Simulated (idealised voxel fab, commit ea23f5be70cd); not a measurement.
The following process module bears the name voxel self aligned contacts.
Pictured: cross-section cut, 265 nm wide, on a grid of 5 nm square cells.
Heads up, the way a cross-section reads in here is a grid of square cells, handed over as bands from the top down, with every band being one or more rows of cells. Read a band's entry like this: the first values are the height of its top and the height of its bottom in nm, and what follows is the sequence of materials from left to right, each with its width in nm. Note that "empty" is empty space, and that a single material marked "all across" reaches across the band from edge to edge. Zero point of the height axis is 0; under it, received wafer = one material. Lowest band: continues down indefinitely, "0 down". A width such as "30 to 40" changes by the same amount from each row of cells to the next, from the band's top row to its bottom row. It should be understood that the words "nothing was modified", when stated for a given step, signify that the cross-section underwent no change in any of its cells during that step. Look at "Cavities, closed" for the closed voids: empty spaces with no open path to the top, sized 8 cells or up. Each is width x height at distance, distance from the left edge, all nm. On each step's line, the part that comes after the settings is the simulator's own comment on the step. "overlay nm" denotes, for a step that has a mask, the displacement of the mask to the right of its planned place, with negative values corresponding to the left. Pairs follow: section before one process step, section after it down to the lowest changed band, step with settings underneath. Pairs may come from different runs of this module on the same starting wafer; continuity with the pair above only as stated in the "Prior to processing" entry.
### Prior to processing
	65 to 45 = empty 60 nm, resist 25 nm, empty 35 nm, resist 25 nm, empty 35 nm, resist 25 nm, empty 60 nm
	45 to 30 = empty 60 nm, SiN 25 nm, empty 35 nm, SiN 25 nm, empty 35 nm, SiN 25 nm, empty 60 nm
	30 to 10 = empty 60 nm, polySi 25 nm, empty 35 nm, polySi 25 nm, empty 35 nm, polySi 25 nm, empty 60 nm
	10 to 0 = polySi all across
	0 to -5 = SiO2 all across
	-5 down = Si all across
	Cavities, closed: none
### Post-Step Geometry
	45 to 30 = empty 60 nm, SiN 25 nm, empty 35 nm, SiN 25 nm, empty 35 nm, SiN 25 nm, empty 60 nm
	Lower than 30, everything is as it was.
	Cavities, closed: none
Step, pre vs post cross-sections above: STRIP [etch materials resist]
Prior to processing: after-state, pair directly above.
### Post-Step Geometry
	50 to 30 = empty 55 nm, SiN 35 nm, empty 25 nm, SiN 35 nm, empty 25 nm, SiN 35 nm, empty 55 nm
	30 to 15 = empty 55 nm, SiN 5 nm, polySi 25 nm, SiN 5 nm, empty 25 nm, SiN 5 nm, polySi 25 nm, SiN 5 nm, empty 25 nm, SiN 5 nm, polySi 25 nm, SiN 5 nm, empty 55 nm
	15 to 10 = SiN 60 nm, polySi 25 nm, SiN 35 nm, polySi 25 nm, SiN 35 nm, polySi 25 nm, SiN 60 nm
	Lower than 10, everything is as it was.
	Cavities, closed: none
Step, pre vs post cross-sections above: CONFORMAL_DEP [material SiN] [thk nm 5]
Prior to processing: after-state, pair directly above.
### Post-Step Geometry
	45 to 30 = empty 55 nm, SiN 35 nm, empty 25 nm, SiN 35 nm, empty 25 nm, SiN 35 nm, empty 55 nm
	30 to 10 = empty 55 nm, SiN 5 nm, polySi 25 nm, SiN 5 nm, empty 25 nm, SiN 5 nm, polySi 25 nm, SiN 5 nm, empty 25 nm, SiN 5 nm, polySi 25 nm, SiN 5 nm, empty 55 nm
	Lower than 10, everything is as it was.
	Cavities, closed: none
Step, pre vs post cross-sections above: DIRECTIONAL_ETCH [etch materials SiN] [depth nm 5]
Prior to processing: after-state, pair directly above.
### Post-Step Geometry
	60 to 45 = SiO2 all across
	45 to 30 = SiO2 55 nm, SiN 35 nm, SiO2 25 nm, SiN 35 nm, SiO2 25 nm, SiN 35 nm, SiO2 55 nm
	30 to 10 = SiO2 55 nm, SiN 5 nm, polySi 25 nm, SiN 5 nm, SiO2 25 nm, SiN 5 nm, polySi 25 nm, SiN 5 nm, SiO2 25 nm, SiN 5 nm, polySi 25 nm, SiN 5 nm, SiO2 55 nm
	Lower than 10, everything is as it was.
	Cavities, closed: none
Step, pre vs post cross-sections above: FILL_DEP [material SiO2] [thk nm 15]
Prior to processing: after-state, pair directly above.
### Post-Step Geometry
	55 to 45 = SiO2 all across
	Lower than 45, everything is as it was.
	Cavities, closed: none
Step, pre vs post cross-sections above: CMP [height nm 55]
Prior to processing: after-state, pair directly above.
### Post-Step Geometry
	55 to 45 = SiO2 80 nm, empty 45 nm, SiO2 15 nm, empty 45 nm, SiO2 80 nm
	45 to 30 = SiO2 55 nm, SiN 35 nm, empty 25 nm, SiN 35 nm, empty 25 nm, SiN 35 nm, SiO2 55 nm
	30 to 10 = SiO2 55 nm, SiN 5 nm, polySi 25 nm, SiN 5 nm, empty 25 nm, SiN 5 nm, polySi 25 nm, SiN 5 nm, empty 25 nm, SiN 5 nm, polySi 25 nm, SiN 5 nm, SiO2 55 nm
	Lower than 10, everything is as it was.
	Cavities, closed: none
Step, pre vs post cross-sections above: MASKED_ETCH [tone open] [mask id CONTACT] [width nm 45] [pitch nm 60] [etch materials SiO2] [depth nm 60] [overlay nm 0]
Prior to processing: after-state, pair directly above.
### Post-Step Geometry
	60 to 55 = TiN 85 nm, empty 35 nm, TiN 25 nm, empty 35 nm, TiN 85 nm
	55 to 45 = SiO2 80 nm, TiN 5 to 15 nm, empty 35 to 15 nm, TiN 5 to 15 nm, SiO2 15 nm, TiN 5 to 15 nm, empty 35 to 15 nm, TiN 5 to 15 nm, SiO2 80 nm
	45 to 30 = SiO2 55 nm, SiN 35 nm, TiN 5 nm, empty 15 nm, TiN 5 nm, SiN 35 nm, TiN 5 nm, empty 15 nm, TiN 5 nm, SiN 35 nm, SiO2 55 nm
	30 to 15 = SiO2 55 nm, SiN 5 nm, polySi 25 nm, SiN 5 nm, TiN 5 nm, empty 15 nm, TiN 5 nm, SiN 5 nm, polySi 25 nm, SiN 5 nm, TiN 5 nm, empty 15 nm, TiN 5 nm, SiN 5 nm, polySi 25 nm, SiN 5 nm, SiO2 55 nm
	15 to 10 = SiO2 55 nm, SiN 5 nm, polySi 25 nm, SiN 5 nm, TiN 25 nm, SiN 5 nm, polySi 25 nm, SiN 5 nm, TiN 25 nm, SiN 5 nm, polySi 25 nm, SiN 5 nm, SiO2 55 nm
	Lower than 10, everything is as it was.
	Cavities, closed: none
Step, pre vs post cross-sections above: CONFORMAL_DEP [material TiN] [thk nm 5]
Prior to processing: after-state, pair directly above.
### Post-Step Geometry
	65 to 60 = Ru all across
	60 to 55 = TiN 85 nm, Ru 35 nm, TiN 25 nm, Ru 35 nm, TiN 85 nm
	55 to 45 = SiO2 80 nm, TiN 5 to 15 nm, Ru 35 to 15 nm, TiN 5 to 15 nm, SiO2 15 nm, TiN 5 to 15 nm, Ru 35 to 15 nm, TiN 5 to 15 nm, SiO2 80 nm
	45 to 30 = SiO2 55 nm, SiN 35 nm, TiN 5 nm, Ru 15 nm, TiN 5 nm, SiN 35 nm, TiN 5 nm, Ru 15 nm, TiN 5 nm, SiN 35 nm, SiO2 55 nm
	30 to 15 = SiO2 55 nm, SiN 5 nm, polySi 25 nm, SiN 5 nm, TiN 5 nm, Ru 15 nm, TiN 5 nm, SiN 5 nm, polySi 25 nm, SiN 5 nm, TiN 5 nm, Ru 15 nm, TiN 5 nm, SiN 5 nm, polySi 25 nm, SiN 5 nm, SiO2 55 nm
	Lower than 15, everything is as it was.
	Cavities, closed: none
Step, pre vs post cross-sections above: FILL_DEP [material Ru] [thk nm 5]
Prior to processing: after-state, pair directly above.
### Post-Step Geometry
	55 to 45 = SiO2 80 nm, TiN 5 to 15 nm, Ru 35 to 15 nm, TiN 5 to 15 nm, SiO2 15 nm, TiN 5 to 15 nm, Ru 35 to 15 nm, TiN 5 to 15 nm, SiO2 80 nm
	Lower than 45, everything is as it was.
	Cavities, closed: none
Step, pre vs post cross-sections above: CMP [height nm 55]
Prior to processing: after-state, pair directly above.
### Post-Step Geometry
	60 to 55 = SiCN all across
	Lower than 55, everything is as it was.
	Cavities, closed: none
Step, pre vs post cross-sections above: CONFORMAL_DEP [material SiCN] [thk nm 5]
### Prior to processing
	45 to 30 = SiN all across
	30 to 0 = polySi all across
	0 to -5 = SiO2 all across
	-5 down = Si all across
	Cavities, closed: none
### Post-Step Geometry
	65 to 45 = empty 55 nm, resist 35 nm, empty 25 nm, resist 35 nm, empty 25 nm, resist 35 nm, empty 55 nm
	Lower than 45, everything is as it was.
	Cavities, closed: none
Step, pre vs post cross-sections above: PATTERN [tone cover] [mask id GATE] [material resist] [width nm 35] [pitch nm 60] [thk nm 20] [overlay nm 0]
Prior to processing: after-state, pair directly above.
### Post-Step Geometry
	65 to 45 = empty 55 nm, resist 35 nm, empty 25 nm, resist 35 nm, empty 25 nm, resist 35 nm, empty 55 nm
	45 to 30 = empty 55 nm, SiN 35 nm, empty 25 nm, SiN 35 nm, empty 25 nm, SiN 35 nm, empty 55 nm
	Lower than 30, everything is as it was.
	Cavities, closed: none
Step, pre vs post cross-sections above: DIRECTIONAL_ETCH [etch materials SiN] [depth nm 15]
Prior to processing: after-state, pair directly above.
### Post-Step Geometry
	65 to 45 = empty 55 nm, resist 35 nm, empty 25 nm, resist 35 nm, empty 25 nm, resist 35 nm, empty 55 nm
	45 to 30 = empty 55 nm, SiN 35 nm, empty 25 nm, SiN 35 nm, empty 25 nm, SiN 35 nm, empty 55 nm
	30 to 0 = empty 55 nm, polySi 35 nm, empty 25 nm, polySi 35 nm, empty 25 nm, polySi 35 nm, empty 55 nm
	Lower than 0, everything is as it was.
	Cavities, closed: none
Step, pre vs post cross-sections above: DIRECTIONAL_ETCH [etch materials polySi] [depth nm 30]
Prior to processing: after-state, pair directly above.
### Post-Step Geometry
	45 to 30 = empty 55 nm, SiN 35 nm, empty 25 nm, SiN 35 nm, empty 25 nm, SiN 35 nm, empty 55 nm
	Lower than 30, everything is as it was.
	Cavities, closed: none
Step, pre vs post cross-sections above: STRIP [etch materials resist]
Prior to processing: after-state, pair directly above.
### Post-Step Geometry
	50 to 30 = empty 50 nm, SiN 45 nm, empty 15 nm, SiN 45 nm, empty 15 nm, SiN 45 nm, empty 50 nm
	30 to 5 = empty 50 nm, SiN 5 nm, polySi 35 nm, SiN 5 nm, empty 15 nm, SiN 5 nm, polySi 35 nm, SiN 5 nm, empty 15 nm, SiN 5 nm, polySi 35 nm, SiN 5 nm, empty 50 nm
	5 to 0 = SiN 55 nm, polySi 35 nm, SiN 25 nm, polySi 35 nm, SiN 25 nm, polySi 35 nm, SiN 55 nm
	Lower than 0, everything is as it was.
	Cavities, closed: none
Step, pre vs post cross-sections above: CONFORMAL_DEP [material SiN] [thk nm 5]
Prior to processing: after-state, pair directly above.
### Post-Step Geometry
	45 to 30 = empty 50 nm, SiN 45 nm, empty 15 nm, SiN 45 nm, empty 15 nm, SiN 45 nm, empty 50 nm
	30 to 0 = empty 50 nm, SiN 5 nm, polySi 35 nm, SiN 5 nm, empty 15 nm, SiN 5 nm, polySi 35 nm, SiN 5 nm, empty 15 nm, SiN 5 nm, polySi 35 nm, SiN 5 nm, empty 50 nm
	Lower than 0, everything is as it was.
	Cavities, closed: none
Step, pre vs post cross-sections above: DIRECTIONAL_ETCH [etch materials SiN] [depth nm 5]
Prior to processing: after-state, pair directly above.
### Post-Step Geometry
	60 to 45 = SiO2 all across
	45 to 30 = SiO2 50 nm, SiN 45 nm, SiO2 15 nm, SiN 45 nm, SiO2 15 nm, SiN 45 nm, SiO2 50 nm
	30 to 0 = SiO2 50 nm, SiN 5 nm, polySi 35 nm, SiN 5 nm, SiO2 15 nm, SiN 5 nm, polySi 35 nm, SiN 5 nm, SiO2 15 nm, SiN 5 nm, polySi 35 nm, SiN 5 nm, SiO2 50 nm
	Lower than 0, everything is as it was.
	Cavities, closed: none
Step, pre vs post cross-sections above: FILL_DEP [material SiO2] [thk nm 15]
Prior to processing: after-state, pair directly above.
### Post-Step Geometry
	55 to 45 = SiO2 all across
	Lower than 45, everything is as it was.
	Cavities, closed: none
Step, pre vs post cross-sections above: CMP [height nm 55]
Prior to processing: after-state, pair directly above.
### Post-Step Geometry
	55 to 45 = SiO2 80 nm, empty 45 nm, SiO2 15 nm, empty 45 nm, SiO2 80 nm
	45 to 30 = SiO2 50 nm, SiN 45 nm, empty 15 nm, SiN 45 nm, empty 15 nm, SiN 45 nm, SiO2 50 nm
	30 to 0 = SiO2 50 nm, SiN 5 nm, polySi 35 nm, SiN 5 nm, empty 15 nm, SiN 5 nm, polySi 35 nm, SiN 5 nm, empty 15 nm, SiN 5 nm, polySi 35 nm, SiN 5 nm, SiO2 50 nm
	0 to -5 = SiO2 95 nm, empty 15 nm, SiO2 45 nm, empty 15 nm, SiO2 95 nm
	Lower than -5, everything is as it was.
	Cavities, closed: none
Step, pre vs post cross-sections above: MASKED_ETCH [tone open] [mask id CONTACT] [width nm 45] [pitch nm 60] [etch materials SiO2] [depth nm 60] [overlay nm 0]
Prior to processing: after-state, pair directly above.
### Post-Step Geometry
	60 to 55 = TiN 85 nm, empty 35 nm, TiN 25 nm, empty 35 nm, TiN 85 nm
	55 to 45 = SiO2 80 nm, TiN 5 to 20 nm, empty 35 to 5 nm, TiN 5 to 20 nm, SiO2 15 nm, TiN 5 to 20 nm, empty 35 to 5 nm, TiN 5 to 20 nm, SiO2 80 nm
	45 to 30 = SiO2 50 nm, SiN 45 nm, TiN 5 nm, empty 5 nm, TiN 5 nm, SiN 45 nm, TiN 5 nm, empty 5 nm, TiN 5 nm, SiN 45 nm, SiO2 50 nm
	30 to 0 = SiO2 50 nm, SiN 5 nm, polySi 35 nm, SiN 5 nm, TiN 5 nm, empty 5 nm, TiN 5 nm, SiN 5 nm, polySi 35 nm, SiN 5 nm, TiN 5 nm, empty 5 nm, TiN 5 nm, SiN 5 nm, polySi 35 nm, SiN 5 nm, SiO2 50 nm
	0 to -5 = SiO2 95 nm, TiN 15 nm, SiO2 45 nm, TiN 15 nm, SiO2 95 nm
	Lower than -5, everything is as it was.
	Cavities, closed: none
Step, pre vs post cross-sections above: CONFORMAL_DEP [material TiN] [thk nm 5]
Prior to processing: after-state, pair directly above.
### Post-Step Geometry
	65 to 60 = Ru all across
	60 to 55 = TiN 85 nm, Ru 35 nm, TiN 25 nm, Ru 35 nm, TiN 85 nm
	55 to 45 = SiO2 80 nm, TiN 5 to 20 nm, Ru 35 to 5 nm, TiN 5 to 20 nm, SiO2 15 nm, TiN 5 to 20 nm, Ru 35 to 5 nm, TiN 5 to 20 nm, SiO2 80 nm
	45 to 30 = SiO2 50 nm, SiN 45 nm, TiN 5 nm, Ru 5 nm, TiN 5 nm, SiN 45 nm, TiN 5 nm, Ru 5 nm, TiN 5 nm, SiN 45 nm, SiO2 50 nm
	30 to 0 = SiO2 50 nm, SiN 5 nm, polySi 35 nm, SiN 5 nm, TiN 5 nm, Ru 5 nm, TiN 5 nm, SiN 5 nm, polySi 35 nm, SiN 5 nm, TiN 5 nm, Ru 5 nm, TiN 5 nm, SiN 5 nm, polySi 35 nm, SiN 5 nm, SiO2 50 nm
	Lower than 0, everything is as it was.
	Cavities, closed: none
Step, pre vs post cross-sections above: FILL_DEP [material Ru] [thk nm 5]
Prior to processing: after-state, pair directly above.
### Post-Step Geometry
	55 to 45 = SiO2 80 nm, TiN 5 to 20 nm, Ru 35 to 5 nm, TiN 5 to 20 nm, SiO2 15 nm, TiN 5 to 20 nm, Ru 35 to 5 nm, TiN 5 to 20 nm, SiO2 80 nm
	Lower than 45, everything is as it was.
	Cavities, closed: none
Step, pre vs post cross-sections above: CMP [height nm 55]
Prior to processing: after-state, pair directly above.
### Post-Step Geometry
	60 to 55 = SiCN all across
	Lower than 55, everything is as it was.
	Cavities, closed: none
Step, pre vs post cross-sections above: CONFORMAL_DEP [material SiCN] [thk nm 5]
### Prior to processing
	45 to 30 = SiN all across
	30 to 0 = polySi all across
	0 to -5 = SiO2 all across
	-5 down = Si all across
	Cavities, closed: none
### Post-Step Geometry
	65 to 45 = empty 70 nm, resist 25 nm, empty 35 nm, resist 25 nm, empty 35 nm, resist 25 nm, empty 50 nm
	Lower than 45, everything is as it was.
	Cavities, closed: none
Step, pre vs post cross-sections above: PATTERN [tone cover] [mask id GATE] [material resist] [width nm 25] [pitch nm 60] [thk nm 20] [overlay nm 10]
Prior to processing: after-state, pair directly above.
### Post-Step Geometry
	65 to 45 = empty 70 nm, resist 25 nm, empty 35 nm, resist 25 nm, empty 35 nm, resist 25 nm, empty 50 nm
	45 to 30 = empty 70 nm, SiN 25 nm, empty 35 nm, SiN 25 nm, empty 35 nm, SiN 25 nm, empty 50 nm
	Lower than 30, everything is as it was.
	Cavities, closed: none
Step, pre vs post cross-sections above: DIRECTIONAL_ETCH [etch materials SiN] [depth nm 15]
Prior to processing: after-state, pair directly above.
### Post-Step Geometry
	65 to 45 = empty 70 nm, resist 25 nm, empty 35 nm, resist 25 nm, empty 35 nm, resist 25 nm, empty 50 nm
	45 to 30 = empty 70 nm, SiN 25 nm, empty 35 nm, SiN 25 nm, empty 35 nm, SiN 25 nm, empty 50 nm
	30 to 0 = empty 70 nm, polySi 25 nm, empty 35 nm, polySi 25 nm, empty 35 nm, polySi 25 nm, empty 50 nm
	Lower than 0, everything is as it was.
	Cavities, closed: none
Step, pre vs post cross-sections above: DIRECTIONAL_ETCH [etch materials polySi] [depth nm 30]
Prior to processing: after-state, pair directly above.
### Post-Step Geometry
	45 to 30 = empty 70 nm, SiN 25 nm, empty 35 nm, SiN 25 nm, empty 35 nm, SiN 25 nm, empty 50 nm
	Lower than 30, everything is as it was.
	Cavities, closed: none
Step, pre vs post cross-sections above: STRIP [etch materials resist]
Prior to processing: after-state, pair directly above.
### Post-Step Geometry
	50 to 30 = empty 65 nm, SiN 35 nm, empty 25 nm, SiN 35 nm, empty 25 nm, SiN 35 nm, empty 45 nm
	30 to 5 = empty 65 nm, SiN 5 nm, polySi 25 nm, SiN 5 nm, empty 25 nm, SiN 5 nm, polySi 25 nm, SiN 5 nm, empty 25 nm, SiN 5 nm, polySi 25 nm, SiN 5 nm, empty 45 nm
	5 to 0 = SiN 70 nm, polySi 25 nm, SiN 35 nm, polySi 25 nm, SiN 35 nm, polySi 25 nm, SiN 50 nm
	Lower than 0, everything is as it was.
	Cavities, closed: none
Step, pre vs post cross-sections above: CONFORMAL_DEP [material SiN] [thk nm 5]
Prior to processing: after-state, pair directly above.
### Post-Step Geometry
	45 to 30 = empty 65 nm, SiN 35 nm, empty 25 nm, SiN 35 nm, empty 25 nm, SiN 35 nm, empty 45 nm
	30 to 0 = empty 65 nm, SiN 5 nm, polySi 25 nm, SiN 5 nm, empty 25 nm, SiN 5 nm, polySi 25 nm, SiN 5 nm, empty 25 nm, SiN 5 nm, polySi 25 nm, SiN 5 nm, empty 45 nm
	Lower than 0, everything is as it was.
	Cavities, closed: none
Step, pre vs post cross-sections above: DIRECTIONAL_ETCH [etch materials SiN] [depth nm 5]
Prior to processing: after-state, pair directly above.
### Post-Step Geometry
	60 to 45 = SiO2 all across
	45 to 30 = SiO2 65 nm, SiN 35 nm, SiO2 25 nm, SiN 35 nm, SiO2 25 nm, SiN 35 nm, SiO2 45 nm
	30 to 0 = SiO2 65 nm, SiN 5 nm, polySi 25 nm, SiN 5 nm, SiO2 25 nm, SiN 5 nm, polySi 25 nm, SiN 5 nm, SiO2 25 nm, SiN 5 nm, polySi 25 nm, SiN 5 nm, SiO2 45 nm
	Lower than 0, everything is as it was.
	Cavities, closed: none
Step, pre vs post cross-sections above: FILL_DEP [material SiO2] [thk nm 15]
Prior to processing: after-state, pair directly above.
### Post-Step Geometry
	55 to 45 = SiO2 all across
	Lower than 45, everything is as it was.
	Cavities, closed: none
Step, pre vs post cross-sections above: CMP [height nm 55]
Prior to processing: after-state, pair directly above.
### Post-Step Geometry
	55 to 45 = SiO2 80 nm, empty 45 nm, SiO2 15 nm, empty 45 nm, SiO2 80 nm
	45 to 30 = SiO2 65 nm, SiN 35 nm, empty 25 nm, SiN 35 nm, empty 25 nm, SiN 35 nm, SiO2 45 nm
	30 to 0 = SiO2 65 nm, SiN 5 nm, polySi 25 nm, SiN 5 nm, empty 25 nm, SiN 5 nm, polySi 25 nm, SiN 5 nm, empty 25 nm, SiN 5 nm, polySi 25 nm, SiN 5 nm, SiO2 45 nm
	0 to -5 = SiO2 100 nm, empty 25 nm, SiO2 35 nm, empty 25 nm, SiO2 80 nm
	Lower than -5, everything is as it was.
	Cavities, closed: none
Step, pre vs post cross-sections above: MASKED_ETCH [tone open] [mask id CONTACT] [width nm 45] [pitch nm 60] [etch materials SiO2] [depth nm 60] [overlay nm 0]
Prior to processing: after-state, pair directly above.
### Post-Step Geometry
	60 to 55 = TiN 85 nm, empty 35 nm, TiN 25 nm, empty 35 nm, TiN 85 nm
	55 to 45 = SiO2 80 nm, TiN 5 to 25 nm, empty 35 to 15 nm, TiN 5 nm, SiO2 15 nm, TiN 5 to 25 nm, empty 35 to 15 nm, TiN 5 nm, SiO2 80 nm
	45 to 30 = SiO2 65 nm, SiN 35 nm, TiN 5 nm, empty 15 nm, TiN 5 nm, SiN 35 nm, TiN 5 nm, empty 15 nm, TiN 5 nm, SiN 35 nm, SiO2 45 nm
	30 to 0 = SiO2 65 nm, SiN 5 nm, polySi 25 nm, SiN 5 nm, TiN 5 nm, empty 15 nm, TiN 5 nm, SiN 5 nm, polySi 25 nm, SiN 5 nm, TiN 5 nm, empty 15 nm, TiN 5 nm, SiN 5 nm, polySi 25 nm, SiN 5 nm, SiO2 45 nm
	0 to -5 = SiO2 100 nm, TiN 25 nm, SiO2 35 nm, TiN 25 nm, SiO2 80 nm
	Lower than -5, everything is as it was.
	Cavities, closed: none
Step, pre vs post cross-sections above: CONFORMAL_DEP [material TiN] [thk nm 5]
Prior to processing: after-state, pair directly above.
### Post-Step Geometry
	65 to 60 = Ru all across
	60 to 55 = TiN 85 nm, Ru 35 nm, TiN 25 nm, Ru 35 nm, TiN 85 nm
	55 to 45 = SiO2 80 nm, TiN 5 to 25 nm, Ru 35 to 15 nm, TiN 5 nm, SiO2 15 nm, TiN 5 to 25 nm, Ru 35 to 15 nm, TiN 5 nm, SiO2 80 nm
	45 to 30 = SiO2 65 nm, SiN 35 nm, TiN 5 nm, Ru 15 nm, TiN 5 nm, SiN 35 nm, TiN 5 nm, Ru 15 nm, TiN 5 nm, SiN 35 nm, SiO2 45 nm
	30 to 0 = SiO2 65 nm, SiN 5 nm, polySi 25 nm, SiN 5 nm, TiN 5 nm, Ru 15 nm, TiN 5 nm, SiN 5 nm, polySi 25 nm, SiN 5 nm, TiN 5 nm, Ru 15 nm, TiN 5 nm, SiN 5 nm, polySi 25 nm, SiN 5 nm, SiO2 45 nm
	Lower than 0, everything is as it was.
	Cavities, closed: none
Step, pre vs post cross-sections above: FILL_DEP [material Ru] [thk nm 5]
Prior to processing: after-state, pair directly above.
### Post-Step Geometry
	55 to 45 = SiO2 80 nm, TiN 5 to 25 nm, Ru 35 to 15 nm, TiN 5 nm, SiO2 15 nm, TiN 5 to 25 nm, Ru 35 to 15 nm, TiN 5 nm, SiO2 80 nm
	Lower than 45, everything is as it was.
	Cavities, closed: none
Step, pre vs post cross-sections above: CMP [height nm 55]
Prior to processing: after-state, pair directly above.
### Post-Step Geometry
	60 to 55 = SiCN all across
	Lower than 55, everything is as it was.
	Cavities, closed: none
Step, pre vs post cross-sections above: CONFORMAL_DEP [material SiCN] [thk nm 5]
### Prior to processing
	55 to 45 = SiO2 80 nm, empty 45 nm, SiO2 15 nm, empty 45 nm, SiO2 80 nm
	45 to 30 = SiO2 55 nm, SiN 35 nm, empty 25 nm, SiN 35 nm, empty 25 nm, SiN 35 nm, SiO2 55 nm
	30 to 0 = SiO2 55 nm, SiN 5 nm, polySi 25 nm, SiN 5 nm, empty 25 nm, SiN 5 nm, polySi 25 nm, SiN 5 nm, empty 25 nm, SiN 5 nm, polySi 25 nm, SiN 5 nm, SiO2 55 nm
	0 to -5 = SiO2 90 nm, empty 25 nm, SiO2 35 nm, empty 25 nm, SiO2 90 nm
	-5 down = Si all across
	Cavities, closed: none
### Post-Step Geometry
	60 to 50 = SiO2 85 nm, empty 35 nm, SiO2 25 nm, empty 35 nm, SiO2 85 nm
	50 to 45 = SiO2 95 nm, empty 15 nm, SiO2 45 nm, empty 15 nm, SiO2 95 nm
	45 to 30 = SiO2 55 nm, SiN 35 nm, SiO2 5 nm, empty 15 nm, SiO2 5 nm, SiN 35 nm, SiO2 5 nm, empty 15 nm, SiO2 5 nm, SiN 35 nm, SiO2 55 nm
	30 to 0 = SiO2 55 nm, SiN 5 nm, polySi 25 nm, SiN 5 nm, SiO2 5 nm, empty 15 nm, SiO2 5 nm, SiN 5 nm, polySi 25 nm, SiN 5 nm, SiO2 5 nm, empty 15 nm, SiO2 5 nm, SiN 5 nm, polySi 25 nm, SiN 5 nm, SiO2 55 nm
	0 to -5 = SiO2 all across
	Lower than -5, everything is as it was.
	Cavities, closed: none
Step, pre vs post cross-sections above: CONFORMAL_DEP [material SiO2] [thk nm 5]
Prior to processing: after-state, pair directly above.
### Post-Step Geometry
	65 to 60 = Ru all across
	60 to 50 = SiO2 85 nm, Ru 35 nm, SiO2 25 nm, Ru 35 nm, SiO2 85 nm
	50 to 45 = SiO2 95 nm, Ru 15 nm, SiO2 45 nm, Ru 15 nm, SiO2 95 nm
	45 to 30 = SiO2 55 nm, SiN 35 nm, SiO2 5 nm, Ru 15 nm, SiO2 5 nm, SiN 35 nm, SiO2 5 nm, Ru 15 nm, SiO2 5 nm, SiN 35 nm, SiO2 55 nm
	30 to 0 = SiO2 55 nm, SiN 5 nm, polySi 25 nm, SiN 5 nm, SiO2 5 nm, Ru 15 nm, SiO2 5 nm, SiN 5 nm, polySi 25 nm, SiN 5 nm, SiO2 5 nm, Ru 15 nm, SiO2 5 nm, SiN 5 nm, polySi 25 nm, SiN 5 nm, SiO2 55 nm
	Lower than 0, everything is as it was.
	Cavities, closed: none
Step, pre vs post cross-sections above: FILL_DEP [material Ru] [thk nm 5]
Prior to processing: after-state, pair directly above.
### Post-Step Geometry
	55 to 45 = SiO2 85 to 95 nm, Ru 35 to 15 nm, SiO2 25 to 45 nm, Ru 35 to 15 nm, SiO2 85 to 95 nm
	Lower than 45, everything is as it was.
	Cavities, closed: none
Step, pre vs post cross-sections above: CMP [height nm 55]
Prior to processing: after-state, pair directly above.
### Post-Step Geometry
	60 to 55 = SiCN all across
	Lower than 55, everything is as it was.
	Cavities, closed: none
Step, pre vs post cross-sections above: CONFORMAL_DEP [material SiCN] [thk nm 5]
### Prior to processing
	45 to 30 = SiN all across
	30 to 0 = polySi all across
	0 to -5 = SiO2 all across
	-5 down = Si all across
	Cavities, closed: none
### Post-Step Geometry
	65 to 45 = resist 60 nm, empty 25 nm, resist 35 nm, empty 25 nm, resist 35 nm, empty 25 nm, resist 60 nm
	Lower than 45, everything is as it was.
	Cavities, closed: none
Step, pre vs post cross-sections above: PATTERN [tone open] [mask id GATE] [material resist] [width nm 25] [pitch nm 60] [thk nm 20] [overlay nm 0]
Prior to processing: after-state, pair directly above.
### Post-Step Geometry
	65 to 45 = resist 60 nm, empty 25 nm, resist 35 nm, empty 25 nm, resist 35 nm, empty 25 nm, resist 60 nm
	45 to 30 = SiN 60 nm, empty 25 nm, SiN 35 nm, empty 25 nm, SiN 35 nm, empty 25 nm, SiN 60 nm
	Lower than 30, everything is as it was.
	Cavities, closed: none
Step, pre vs post cross-sections above: DIRECTIONAL_ETCH [etch materials SiN] [depth nm 15]
Prior to processing: after-state, pair directly above.
### Post-Step Geometry
	65 to 45 = resist 60 nm, empty 25 nm, resist 35 nm, empty 25 nm, resist 35 nm, empty 25 nm, resist 60 nm
	45 to 30 = SiN 60 nm, empty 25 nm, SiN 35 nm, empty 25 nm, SiN 35 nm, empty 25 nm, SiN 60 nm
	30 to 0 = polySi 60 nm, empty 25 nm, polySi 35 nm, empty 25 nm, polySi 35 nm, empty 25 nm, polySi 60 nm
	Lower than 0, everything is as it was.
	Cavities, closed: none
Step, pre vs post cross-sections above: DIRECTIONAL_ETCH [etch materials polySi] [depth nm 30]
Prior to processing: after-state, pair directly above.
### Post-Step Geometry
	45 to 30 = SiN 60 nm, empty 25 nm, SiN 35 nm, empty 25 nm, SiN 35 nm, empty 25 nm, SiN 60 nm
	Lower than 30, everything is as it was.
	Cavities, closed: none
Step, pre vs post cross-sections above: STRIP [etch materials resist]
Prior to processing: after-state, pair directly above.
### Post-Step Geometry
	50 to 30 = SiN 65 nm, empty 15 nm, SiN 45 nm, empty 15 nm, SiN 45 nm, empty 15 nm, SiN 65 nm
	30 to 5 = polySi 60 nm, SiN 5 nm, empty 15 nm, SiN 5 nm, polySi 35 nm, SiN 5 nm, empty 15 nm, SiN 5 nm, polySi 35 nm, SiN 5 nm, empty 15 nm, SiN 5 nm, polySi 60 nm
	5 to 0 = polySi 60 nm, SiN 25 nm, polySi 35 nm, SiN 25 nm, polySi 35 nm, SiN 25 nm, polySi 60 nm
	Lower than 0, everything is as it was.
	Cavities, closed: none
Step, pre vs post cross-sections above: CONFORMAL_DEP [material SiN] [thk nm 5]
Prior to processing: after-state, pair directly above.
### Post-Step Geometry
	45 to 30 = SiN 65 nm, empty 15 nm, SiN 45 nm, empty 15 nm, SiN 45 nm, empty 15 nm, SiN 65 nm
	30 to 0 = polySi 60 nm, SiN 5 nm, empty 15 nm, SiN 5 nm, polySi 35 nm, SiN 5 nm, empty 15 nm, SiN 5 nm, polySi 35 nm, SiN 5 nm, empty 15 nm, SiN 5 nm, polySi 60 nm
	Lower than 0, everything is as it was.
	Cavities, closed: none
Step, pre vs post cross-sections above: DIRECTIONAL_ETCH [etch materials SiN] [depth nm 5]
Prior to processing: after-state, pair directly above.
### Post-Step Geometry
	60 to 45 = SiO2 all across
	45 to 30 = SiN 65 nm, SiO2 15 nm, SiN 45 nm, SiO2 15 nm, SiN 45 nm, SiO2 15 nm, SiN 65 nm
	30 to 0 = polySi 60 nm, SiN 5 nm, SiO2 15 nm, SiN 5 nm, polySi 35 nm, SiN 5 nm, SiO2 15 nm, SiN 5 nm, polySi 35 nm, SiN 5 nm, SiO2 15 nm, SiN 5 nm, polySi 60 nm
	Lower than 0, everything is as it was.
	Cavities, closed: none
Step, pre vs post cross-sections above: FILL_DEP [material SiO2] [thk nm 15]
Prior to processing: after-state, pair directly above.
### Post-Step Geometry
	55 to 45 = SiO2 all across
	Lower than 45, everything is as it was.
	Cavities, closed: none
Step, pre vs post cross-sections above: CMP [height nm 55]
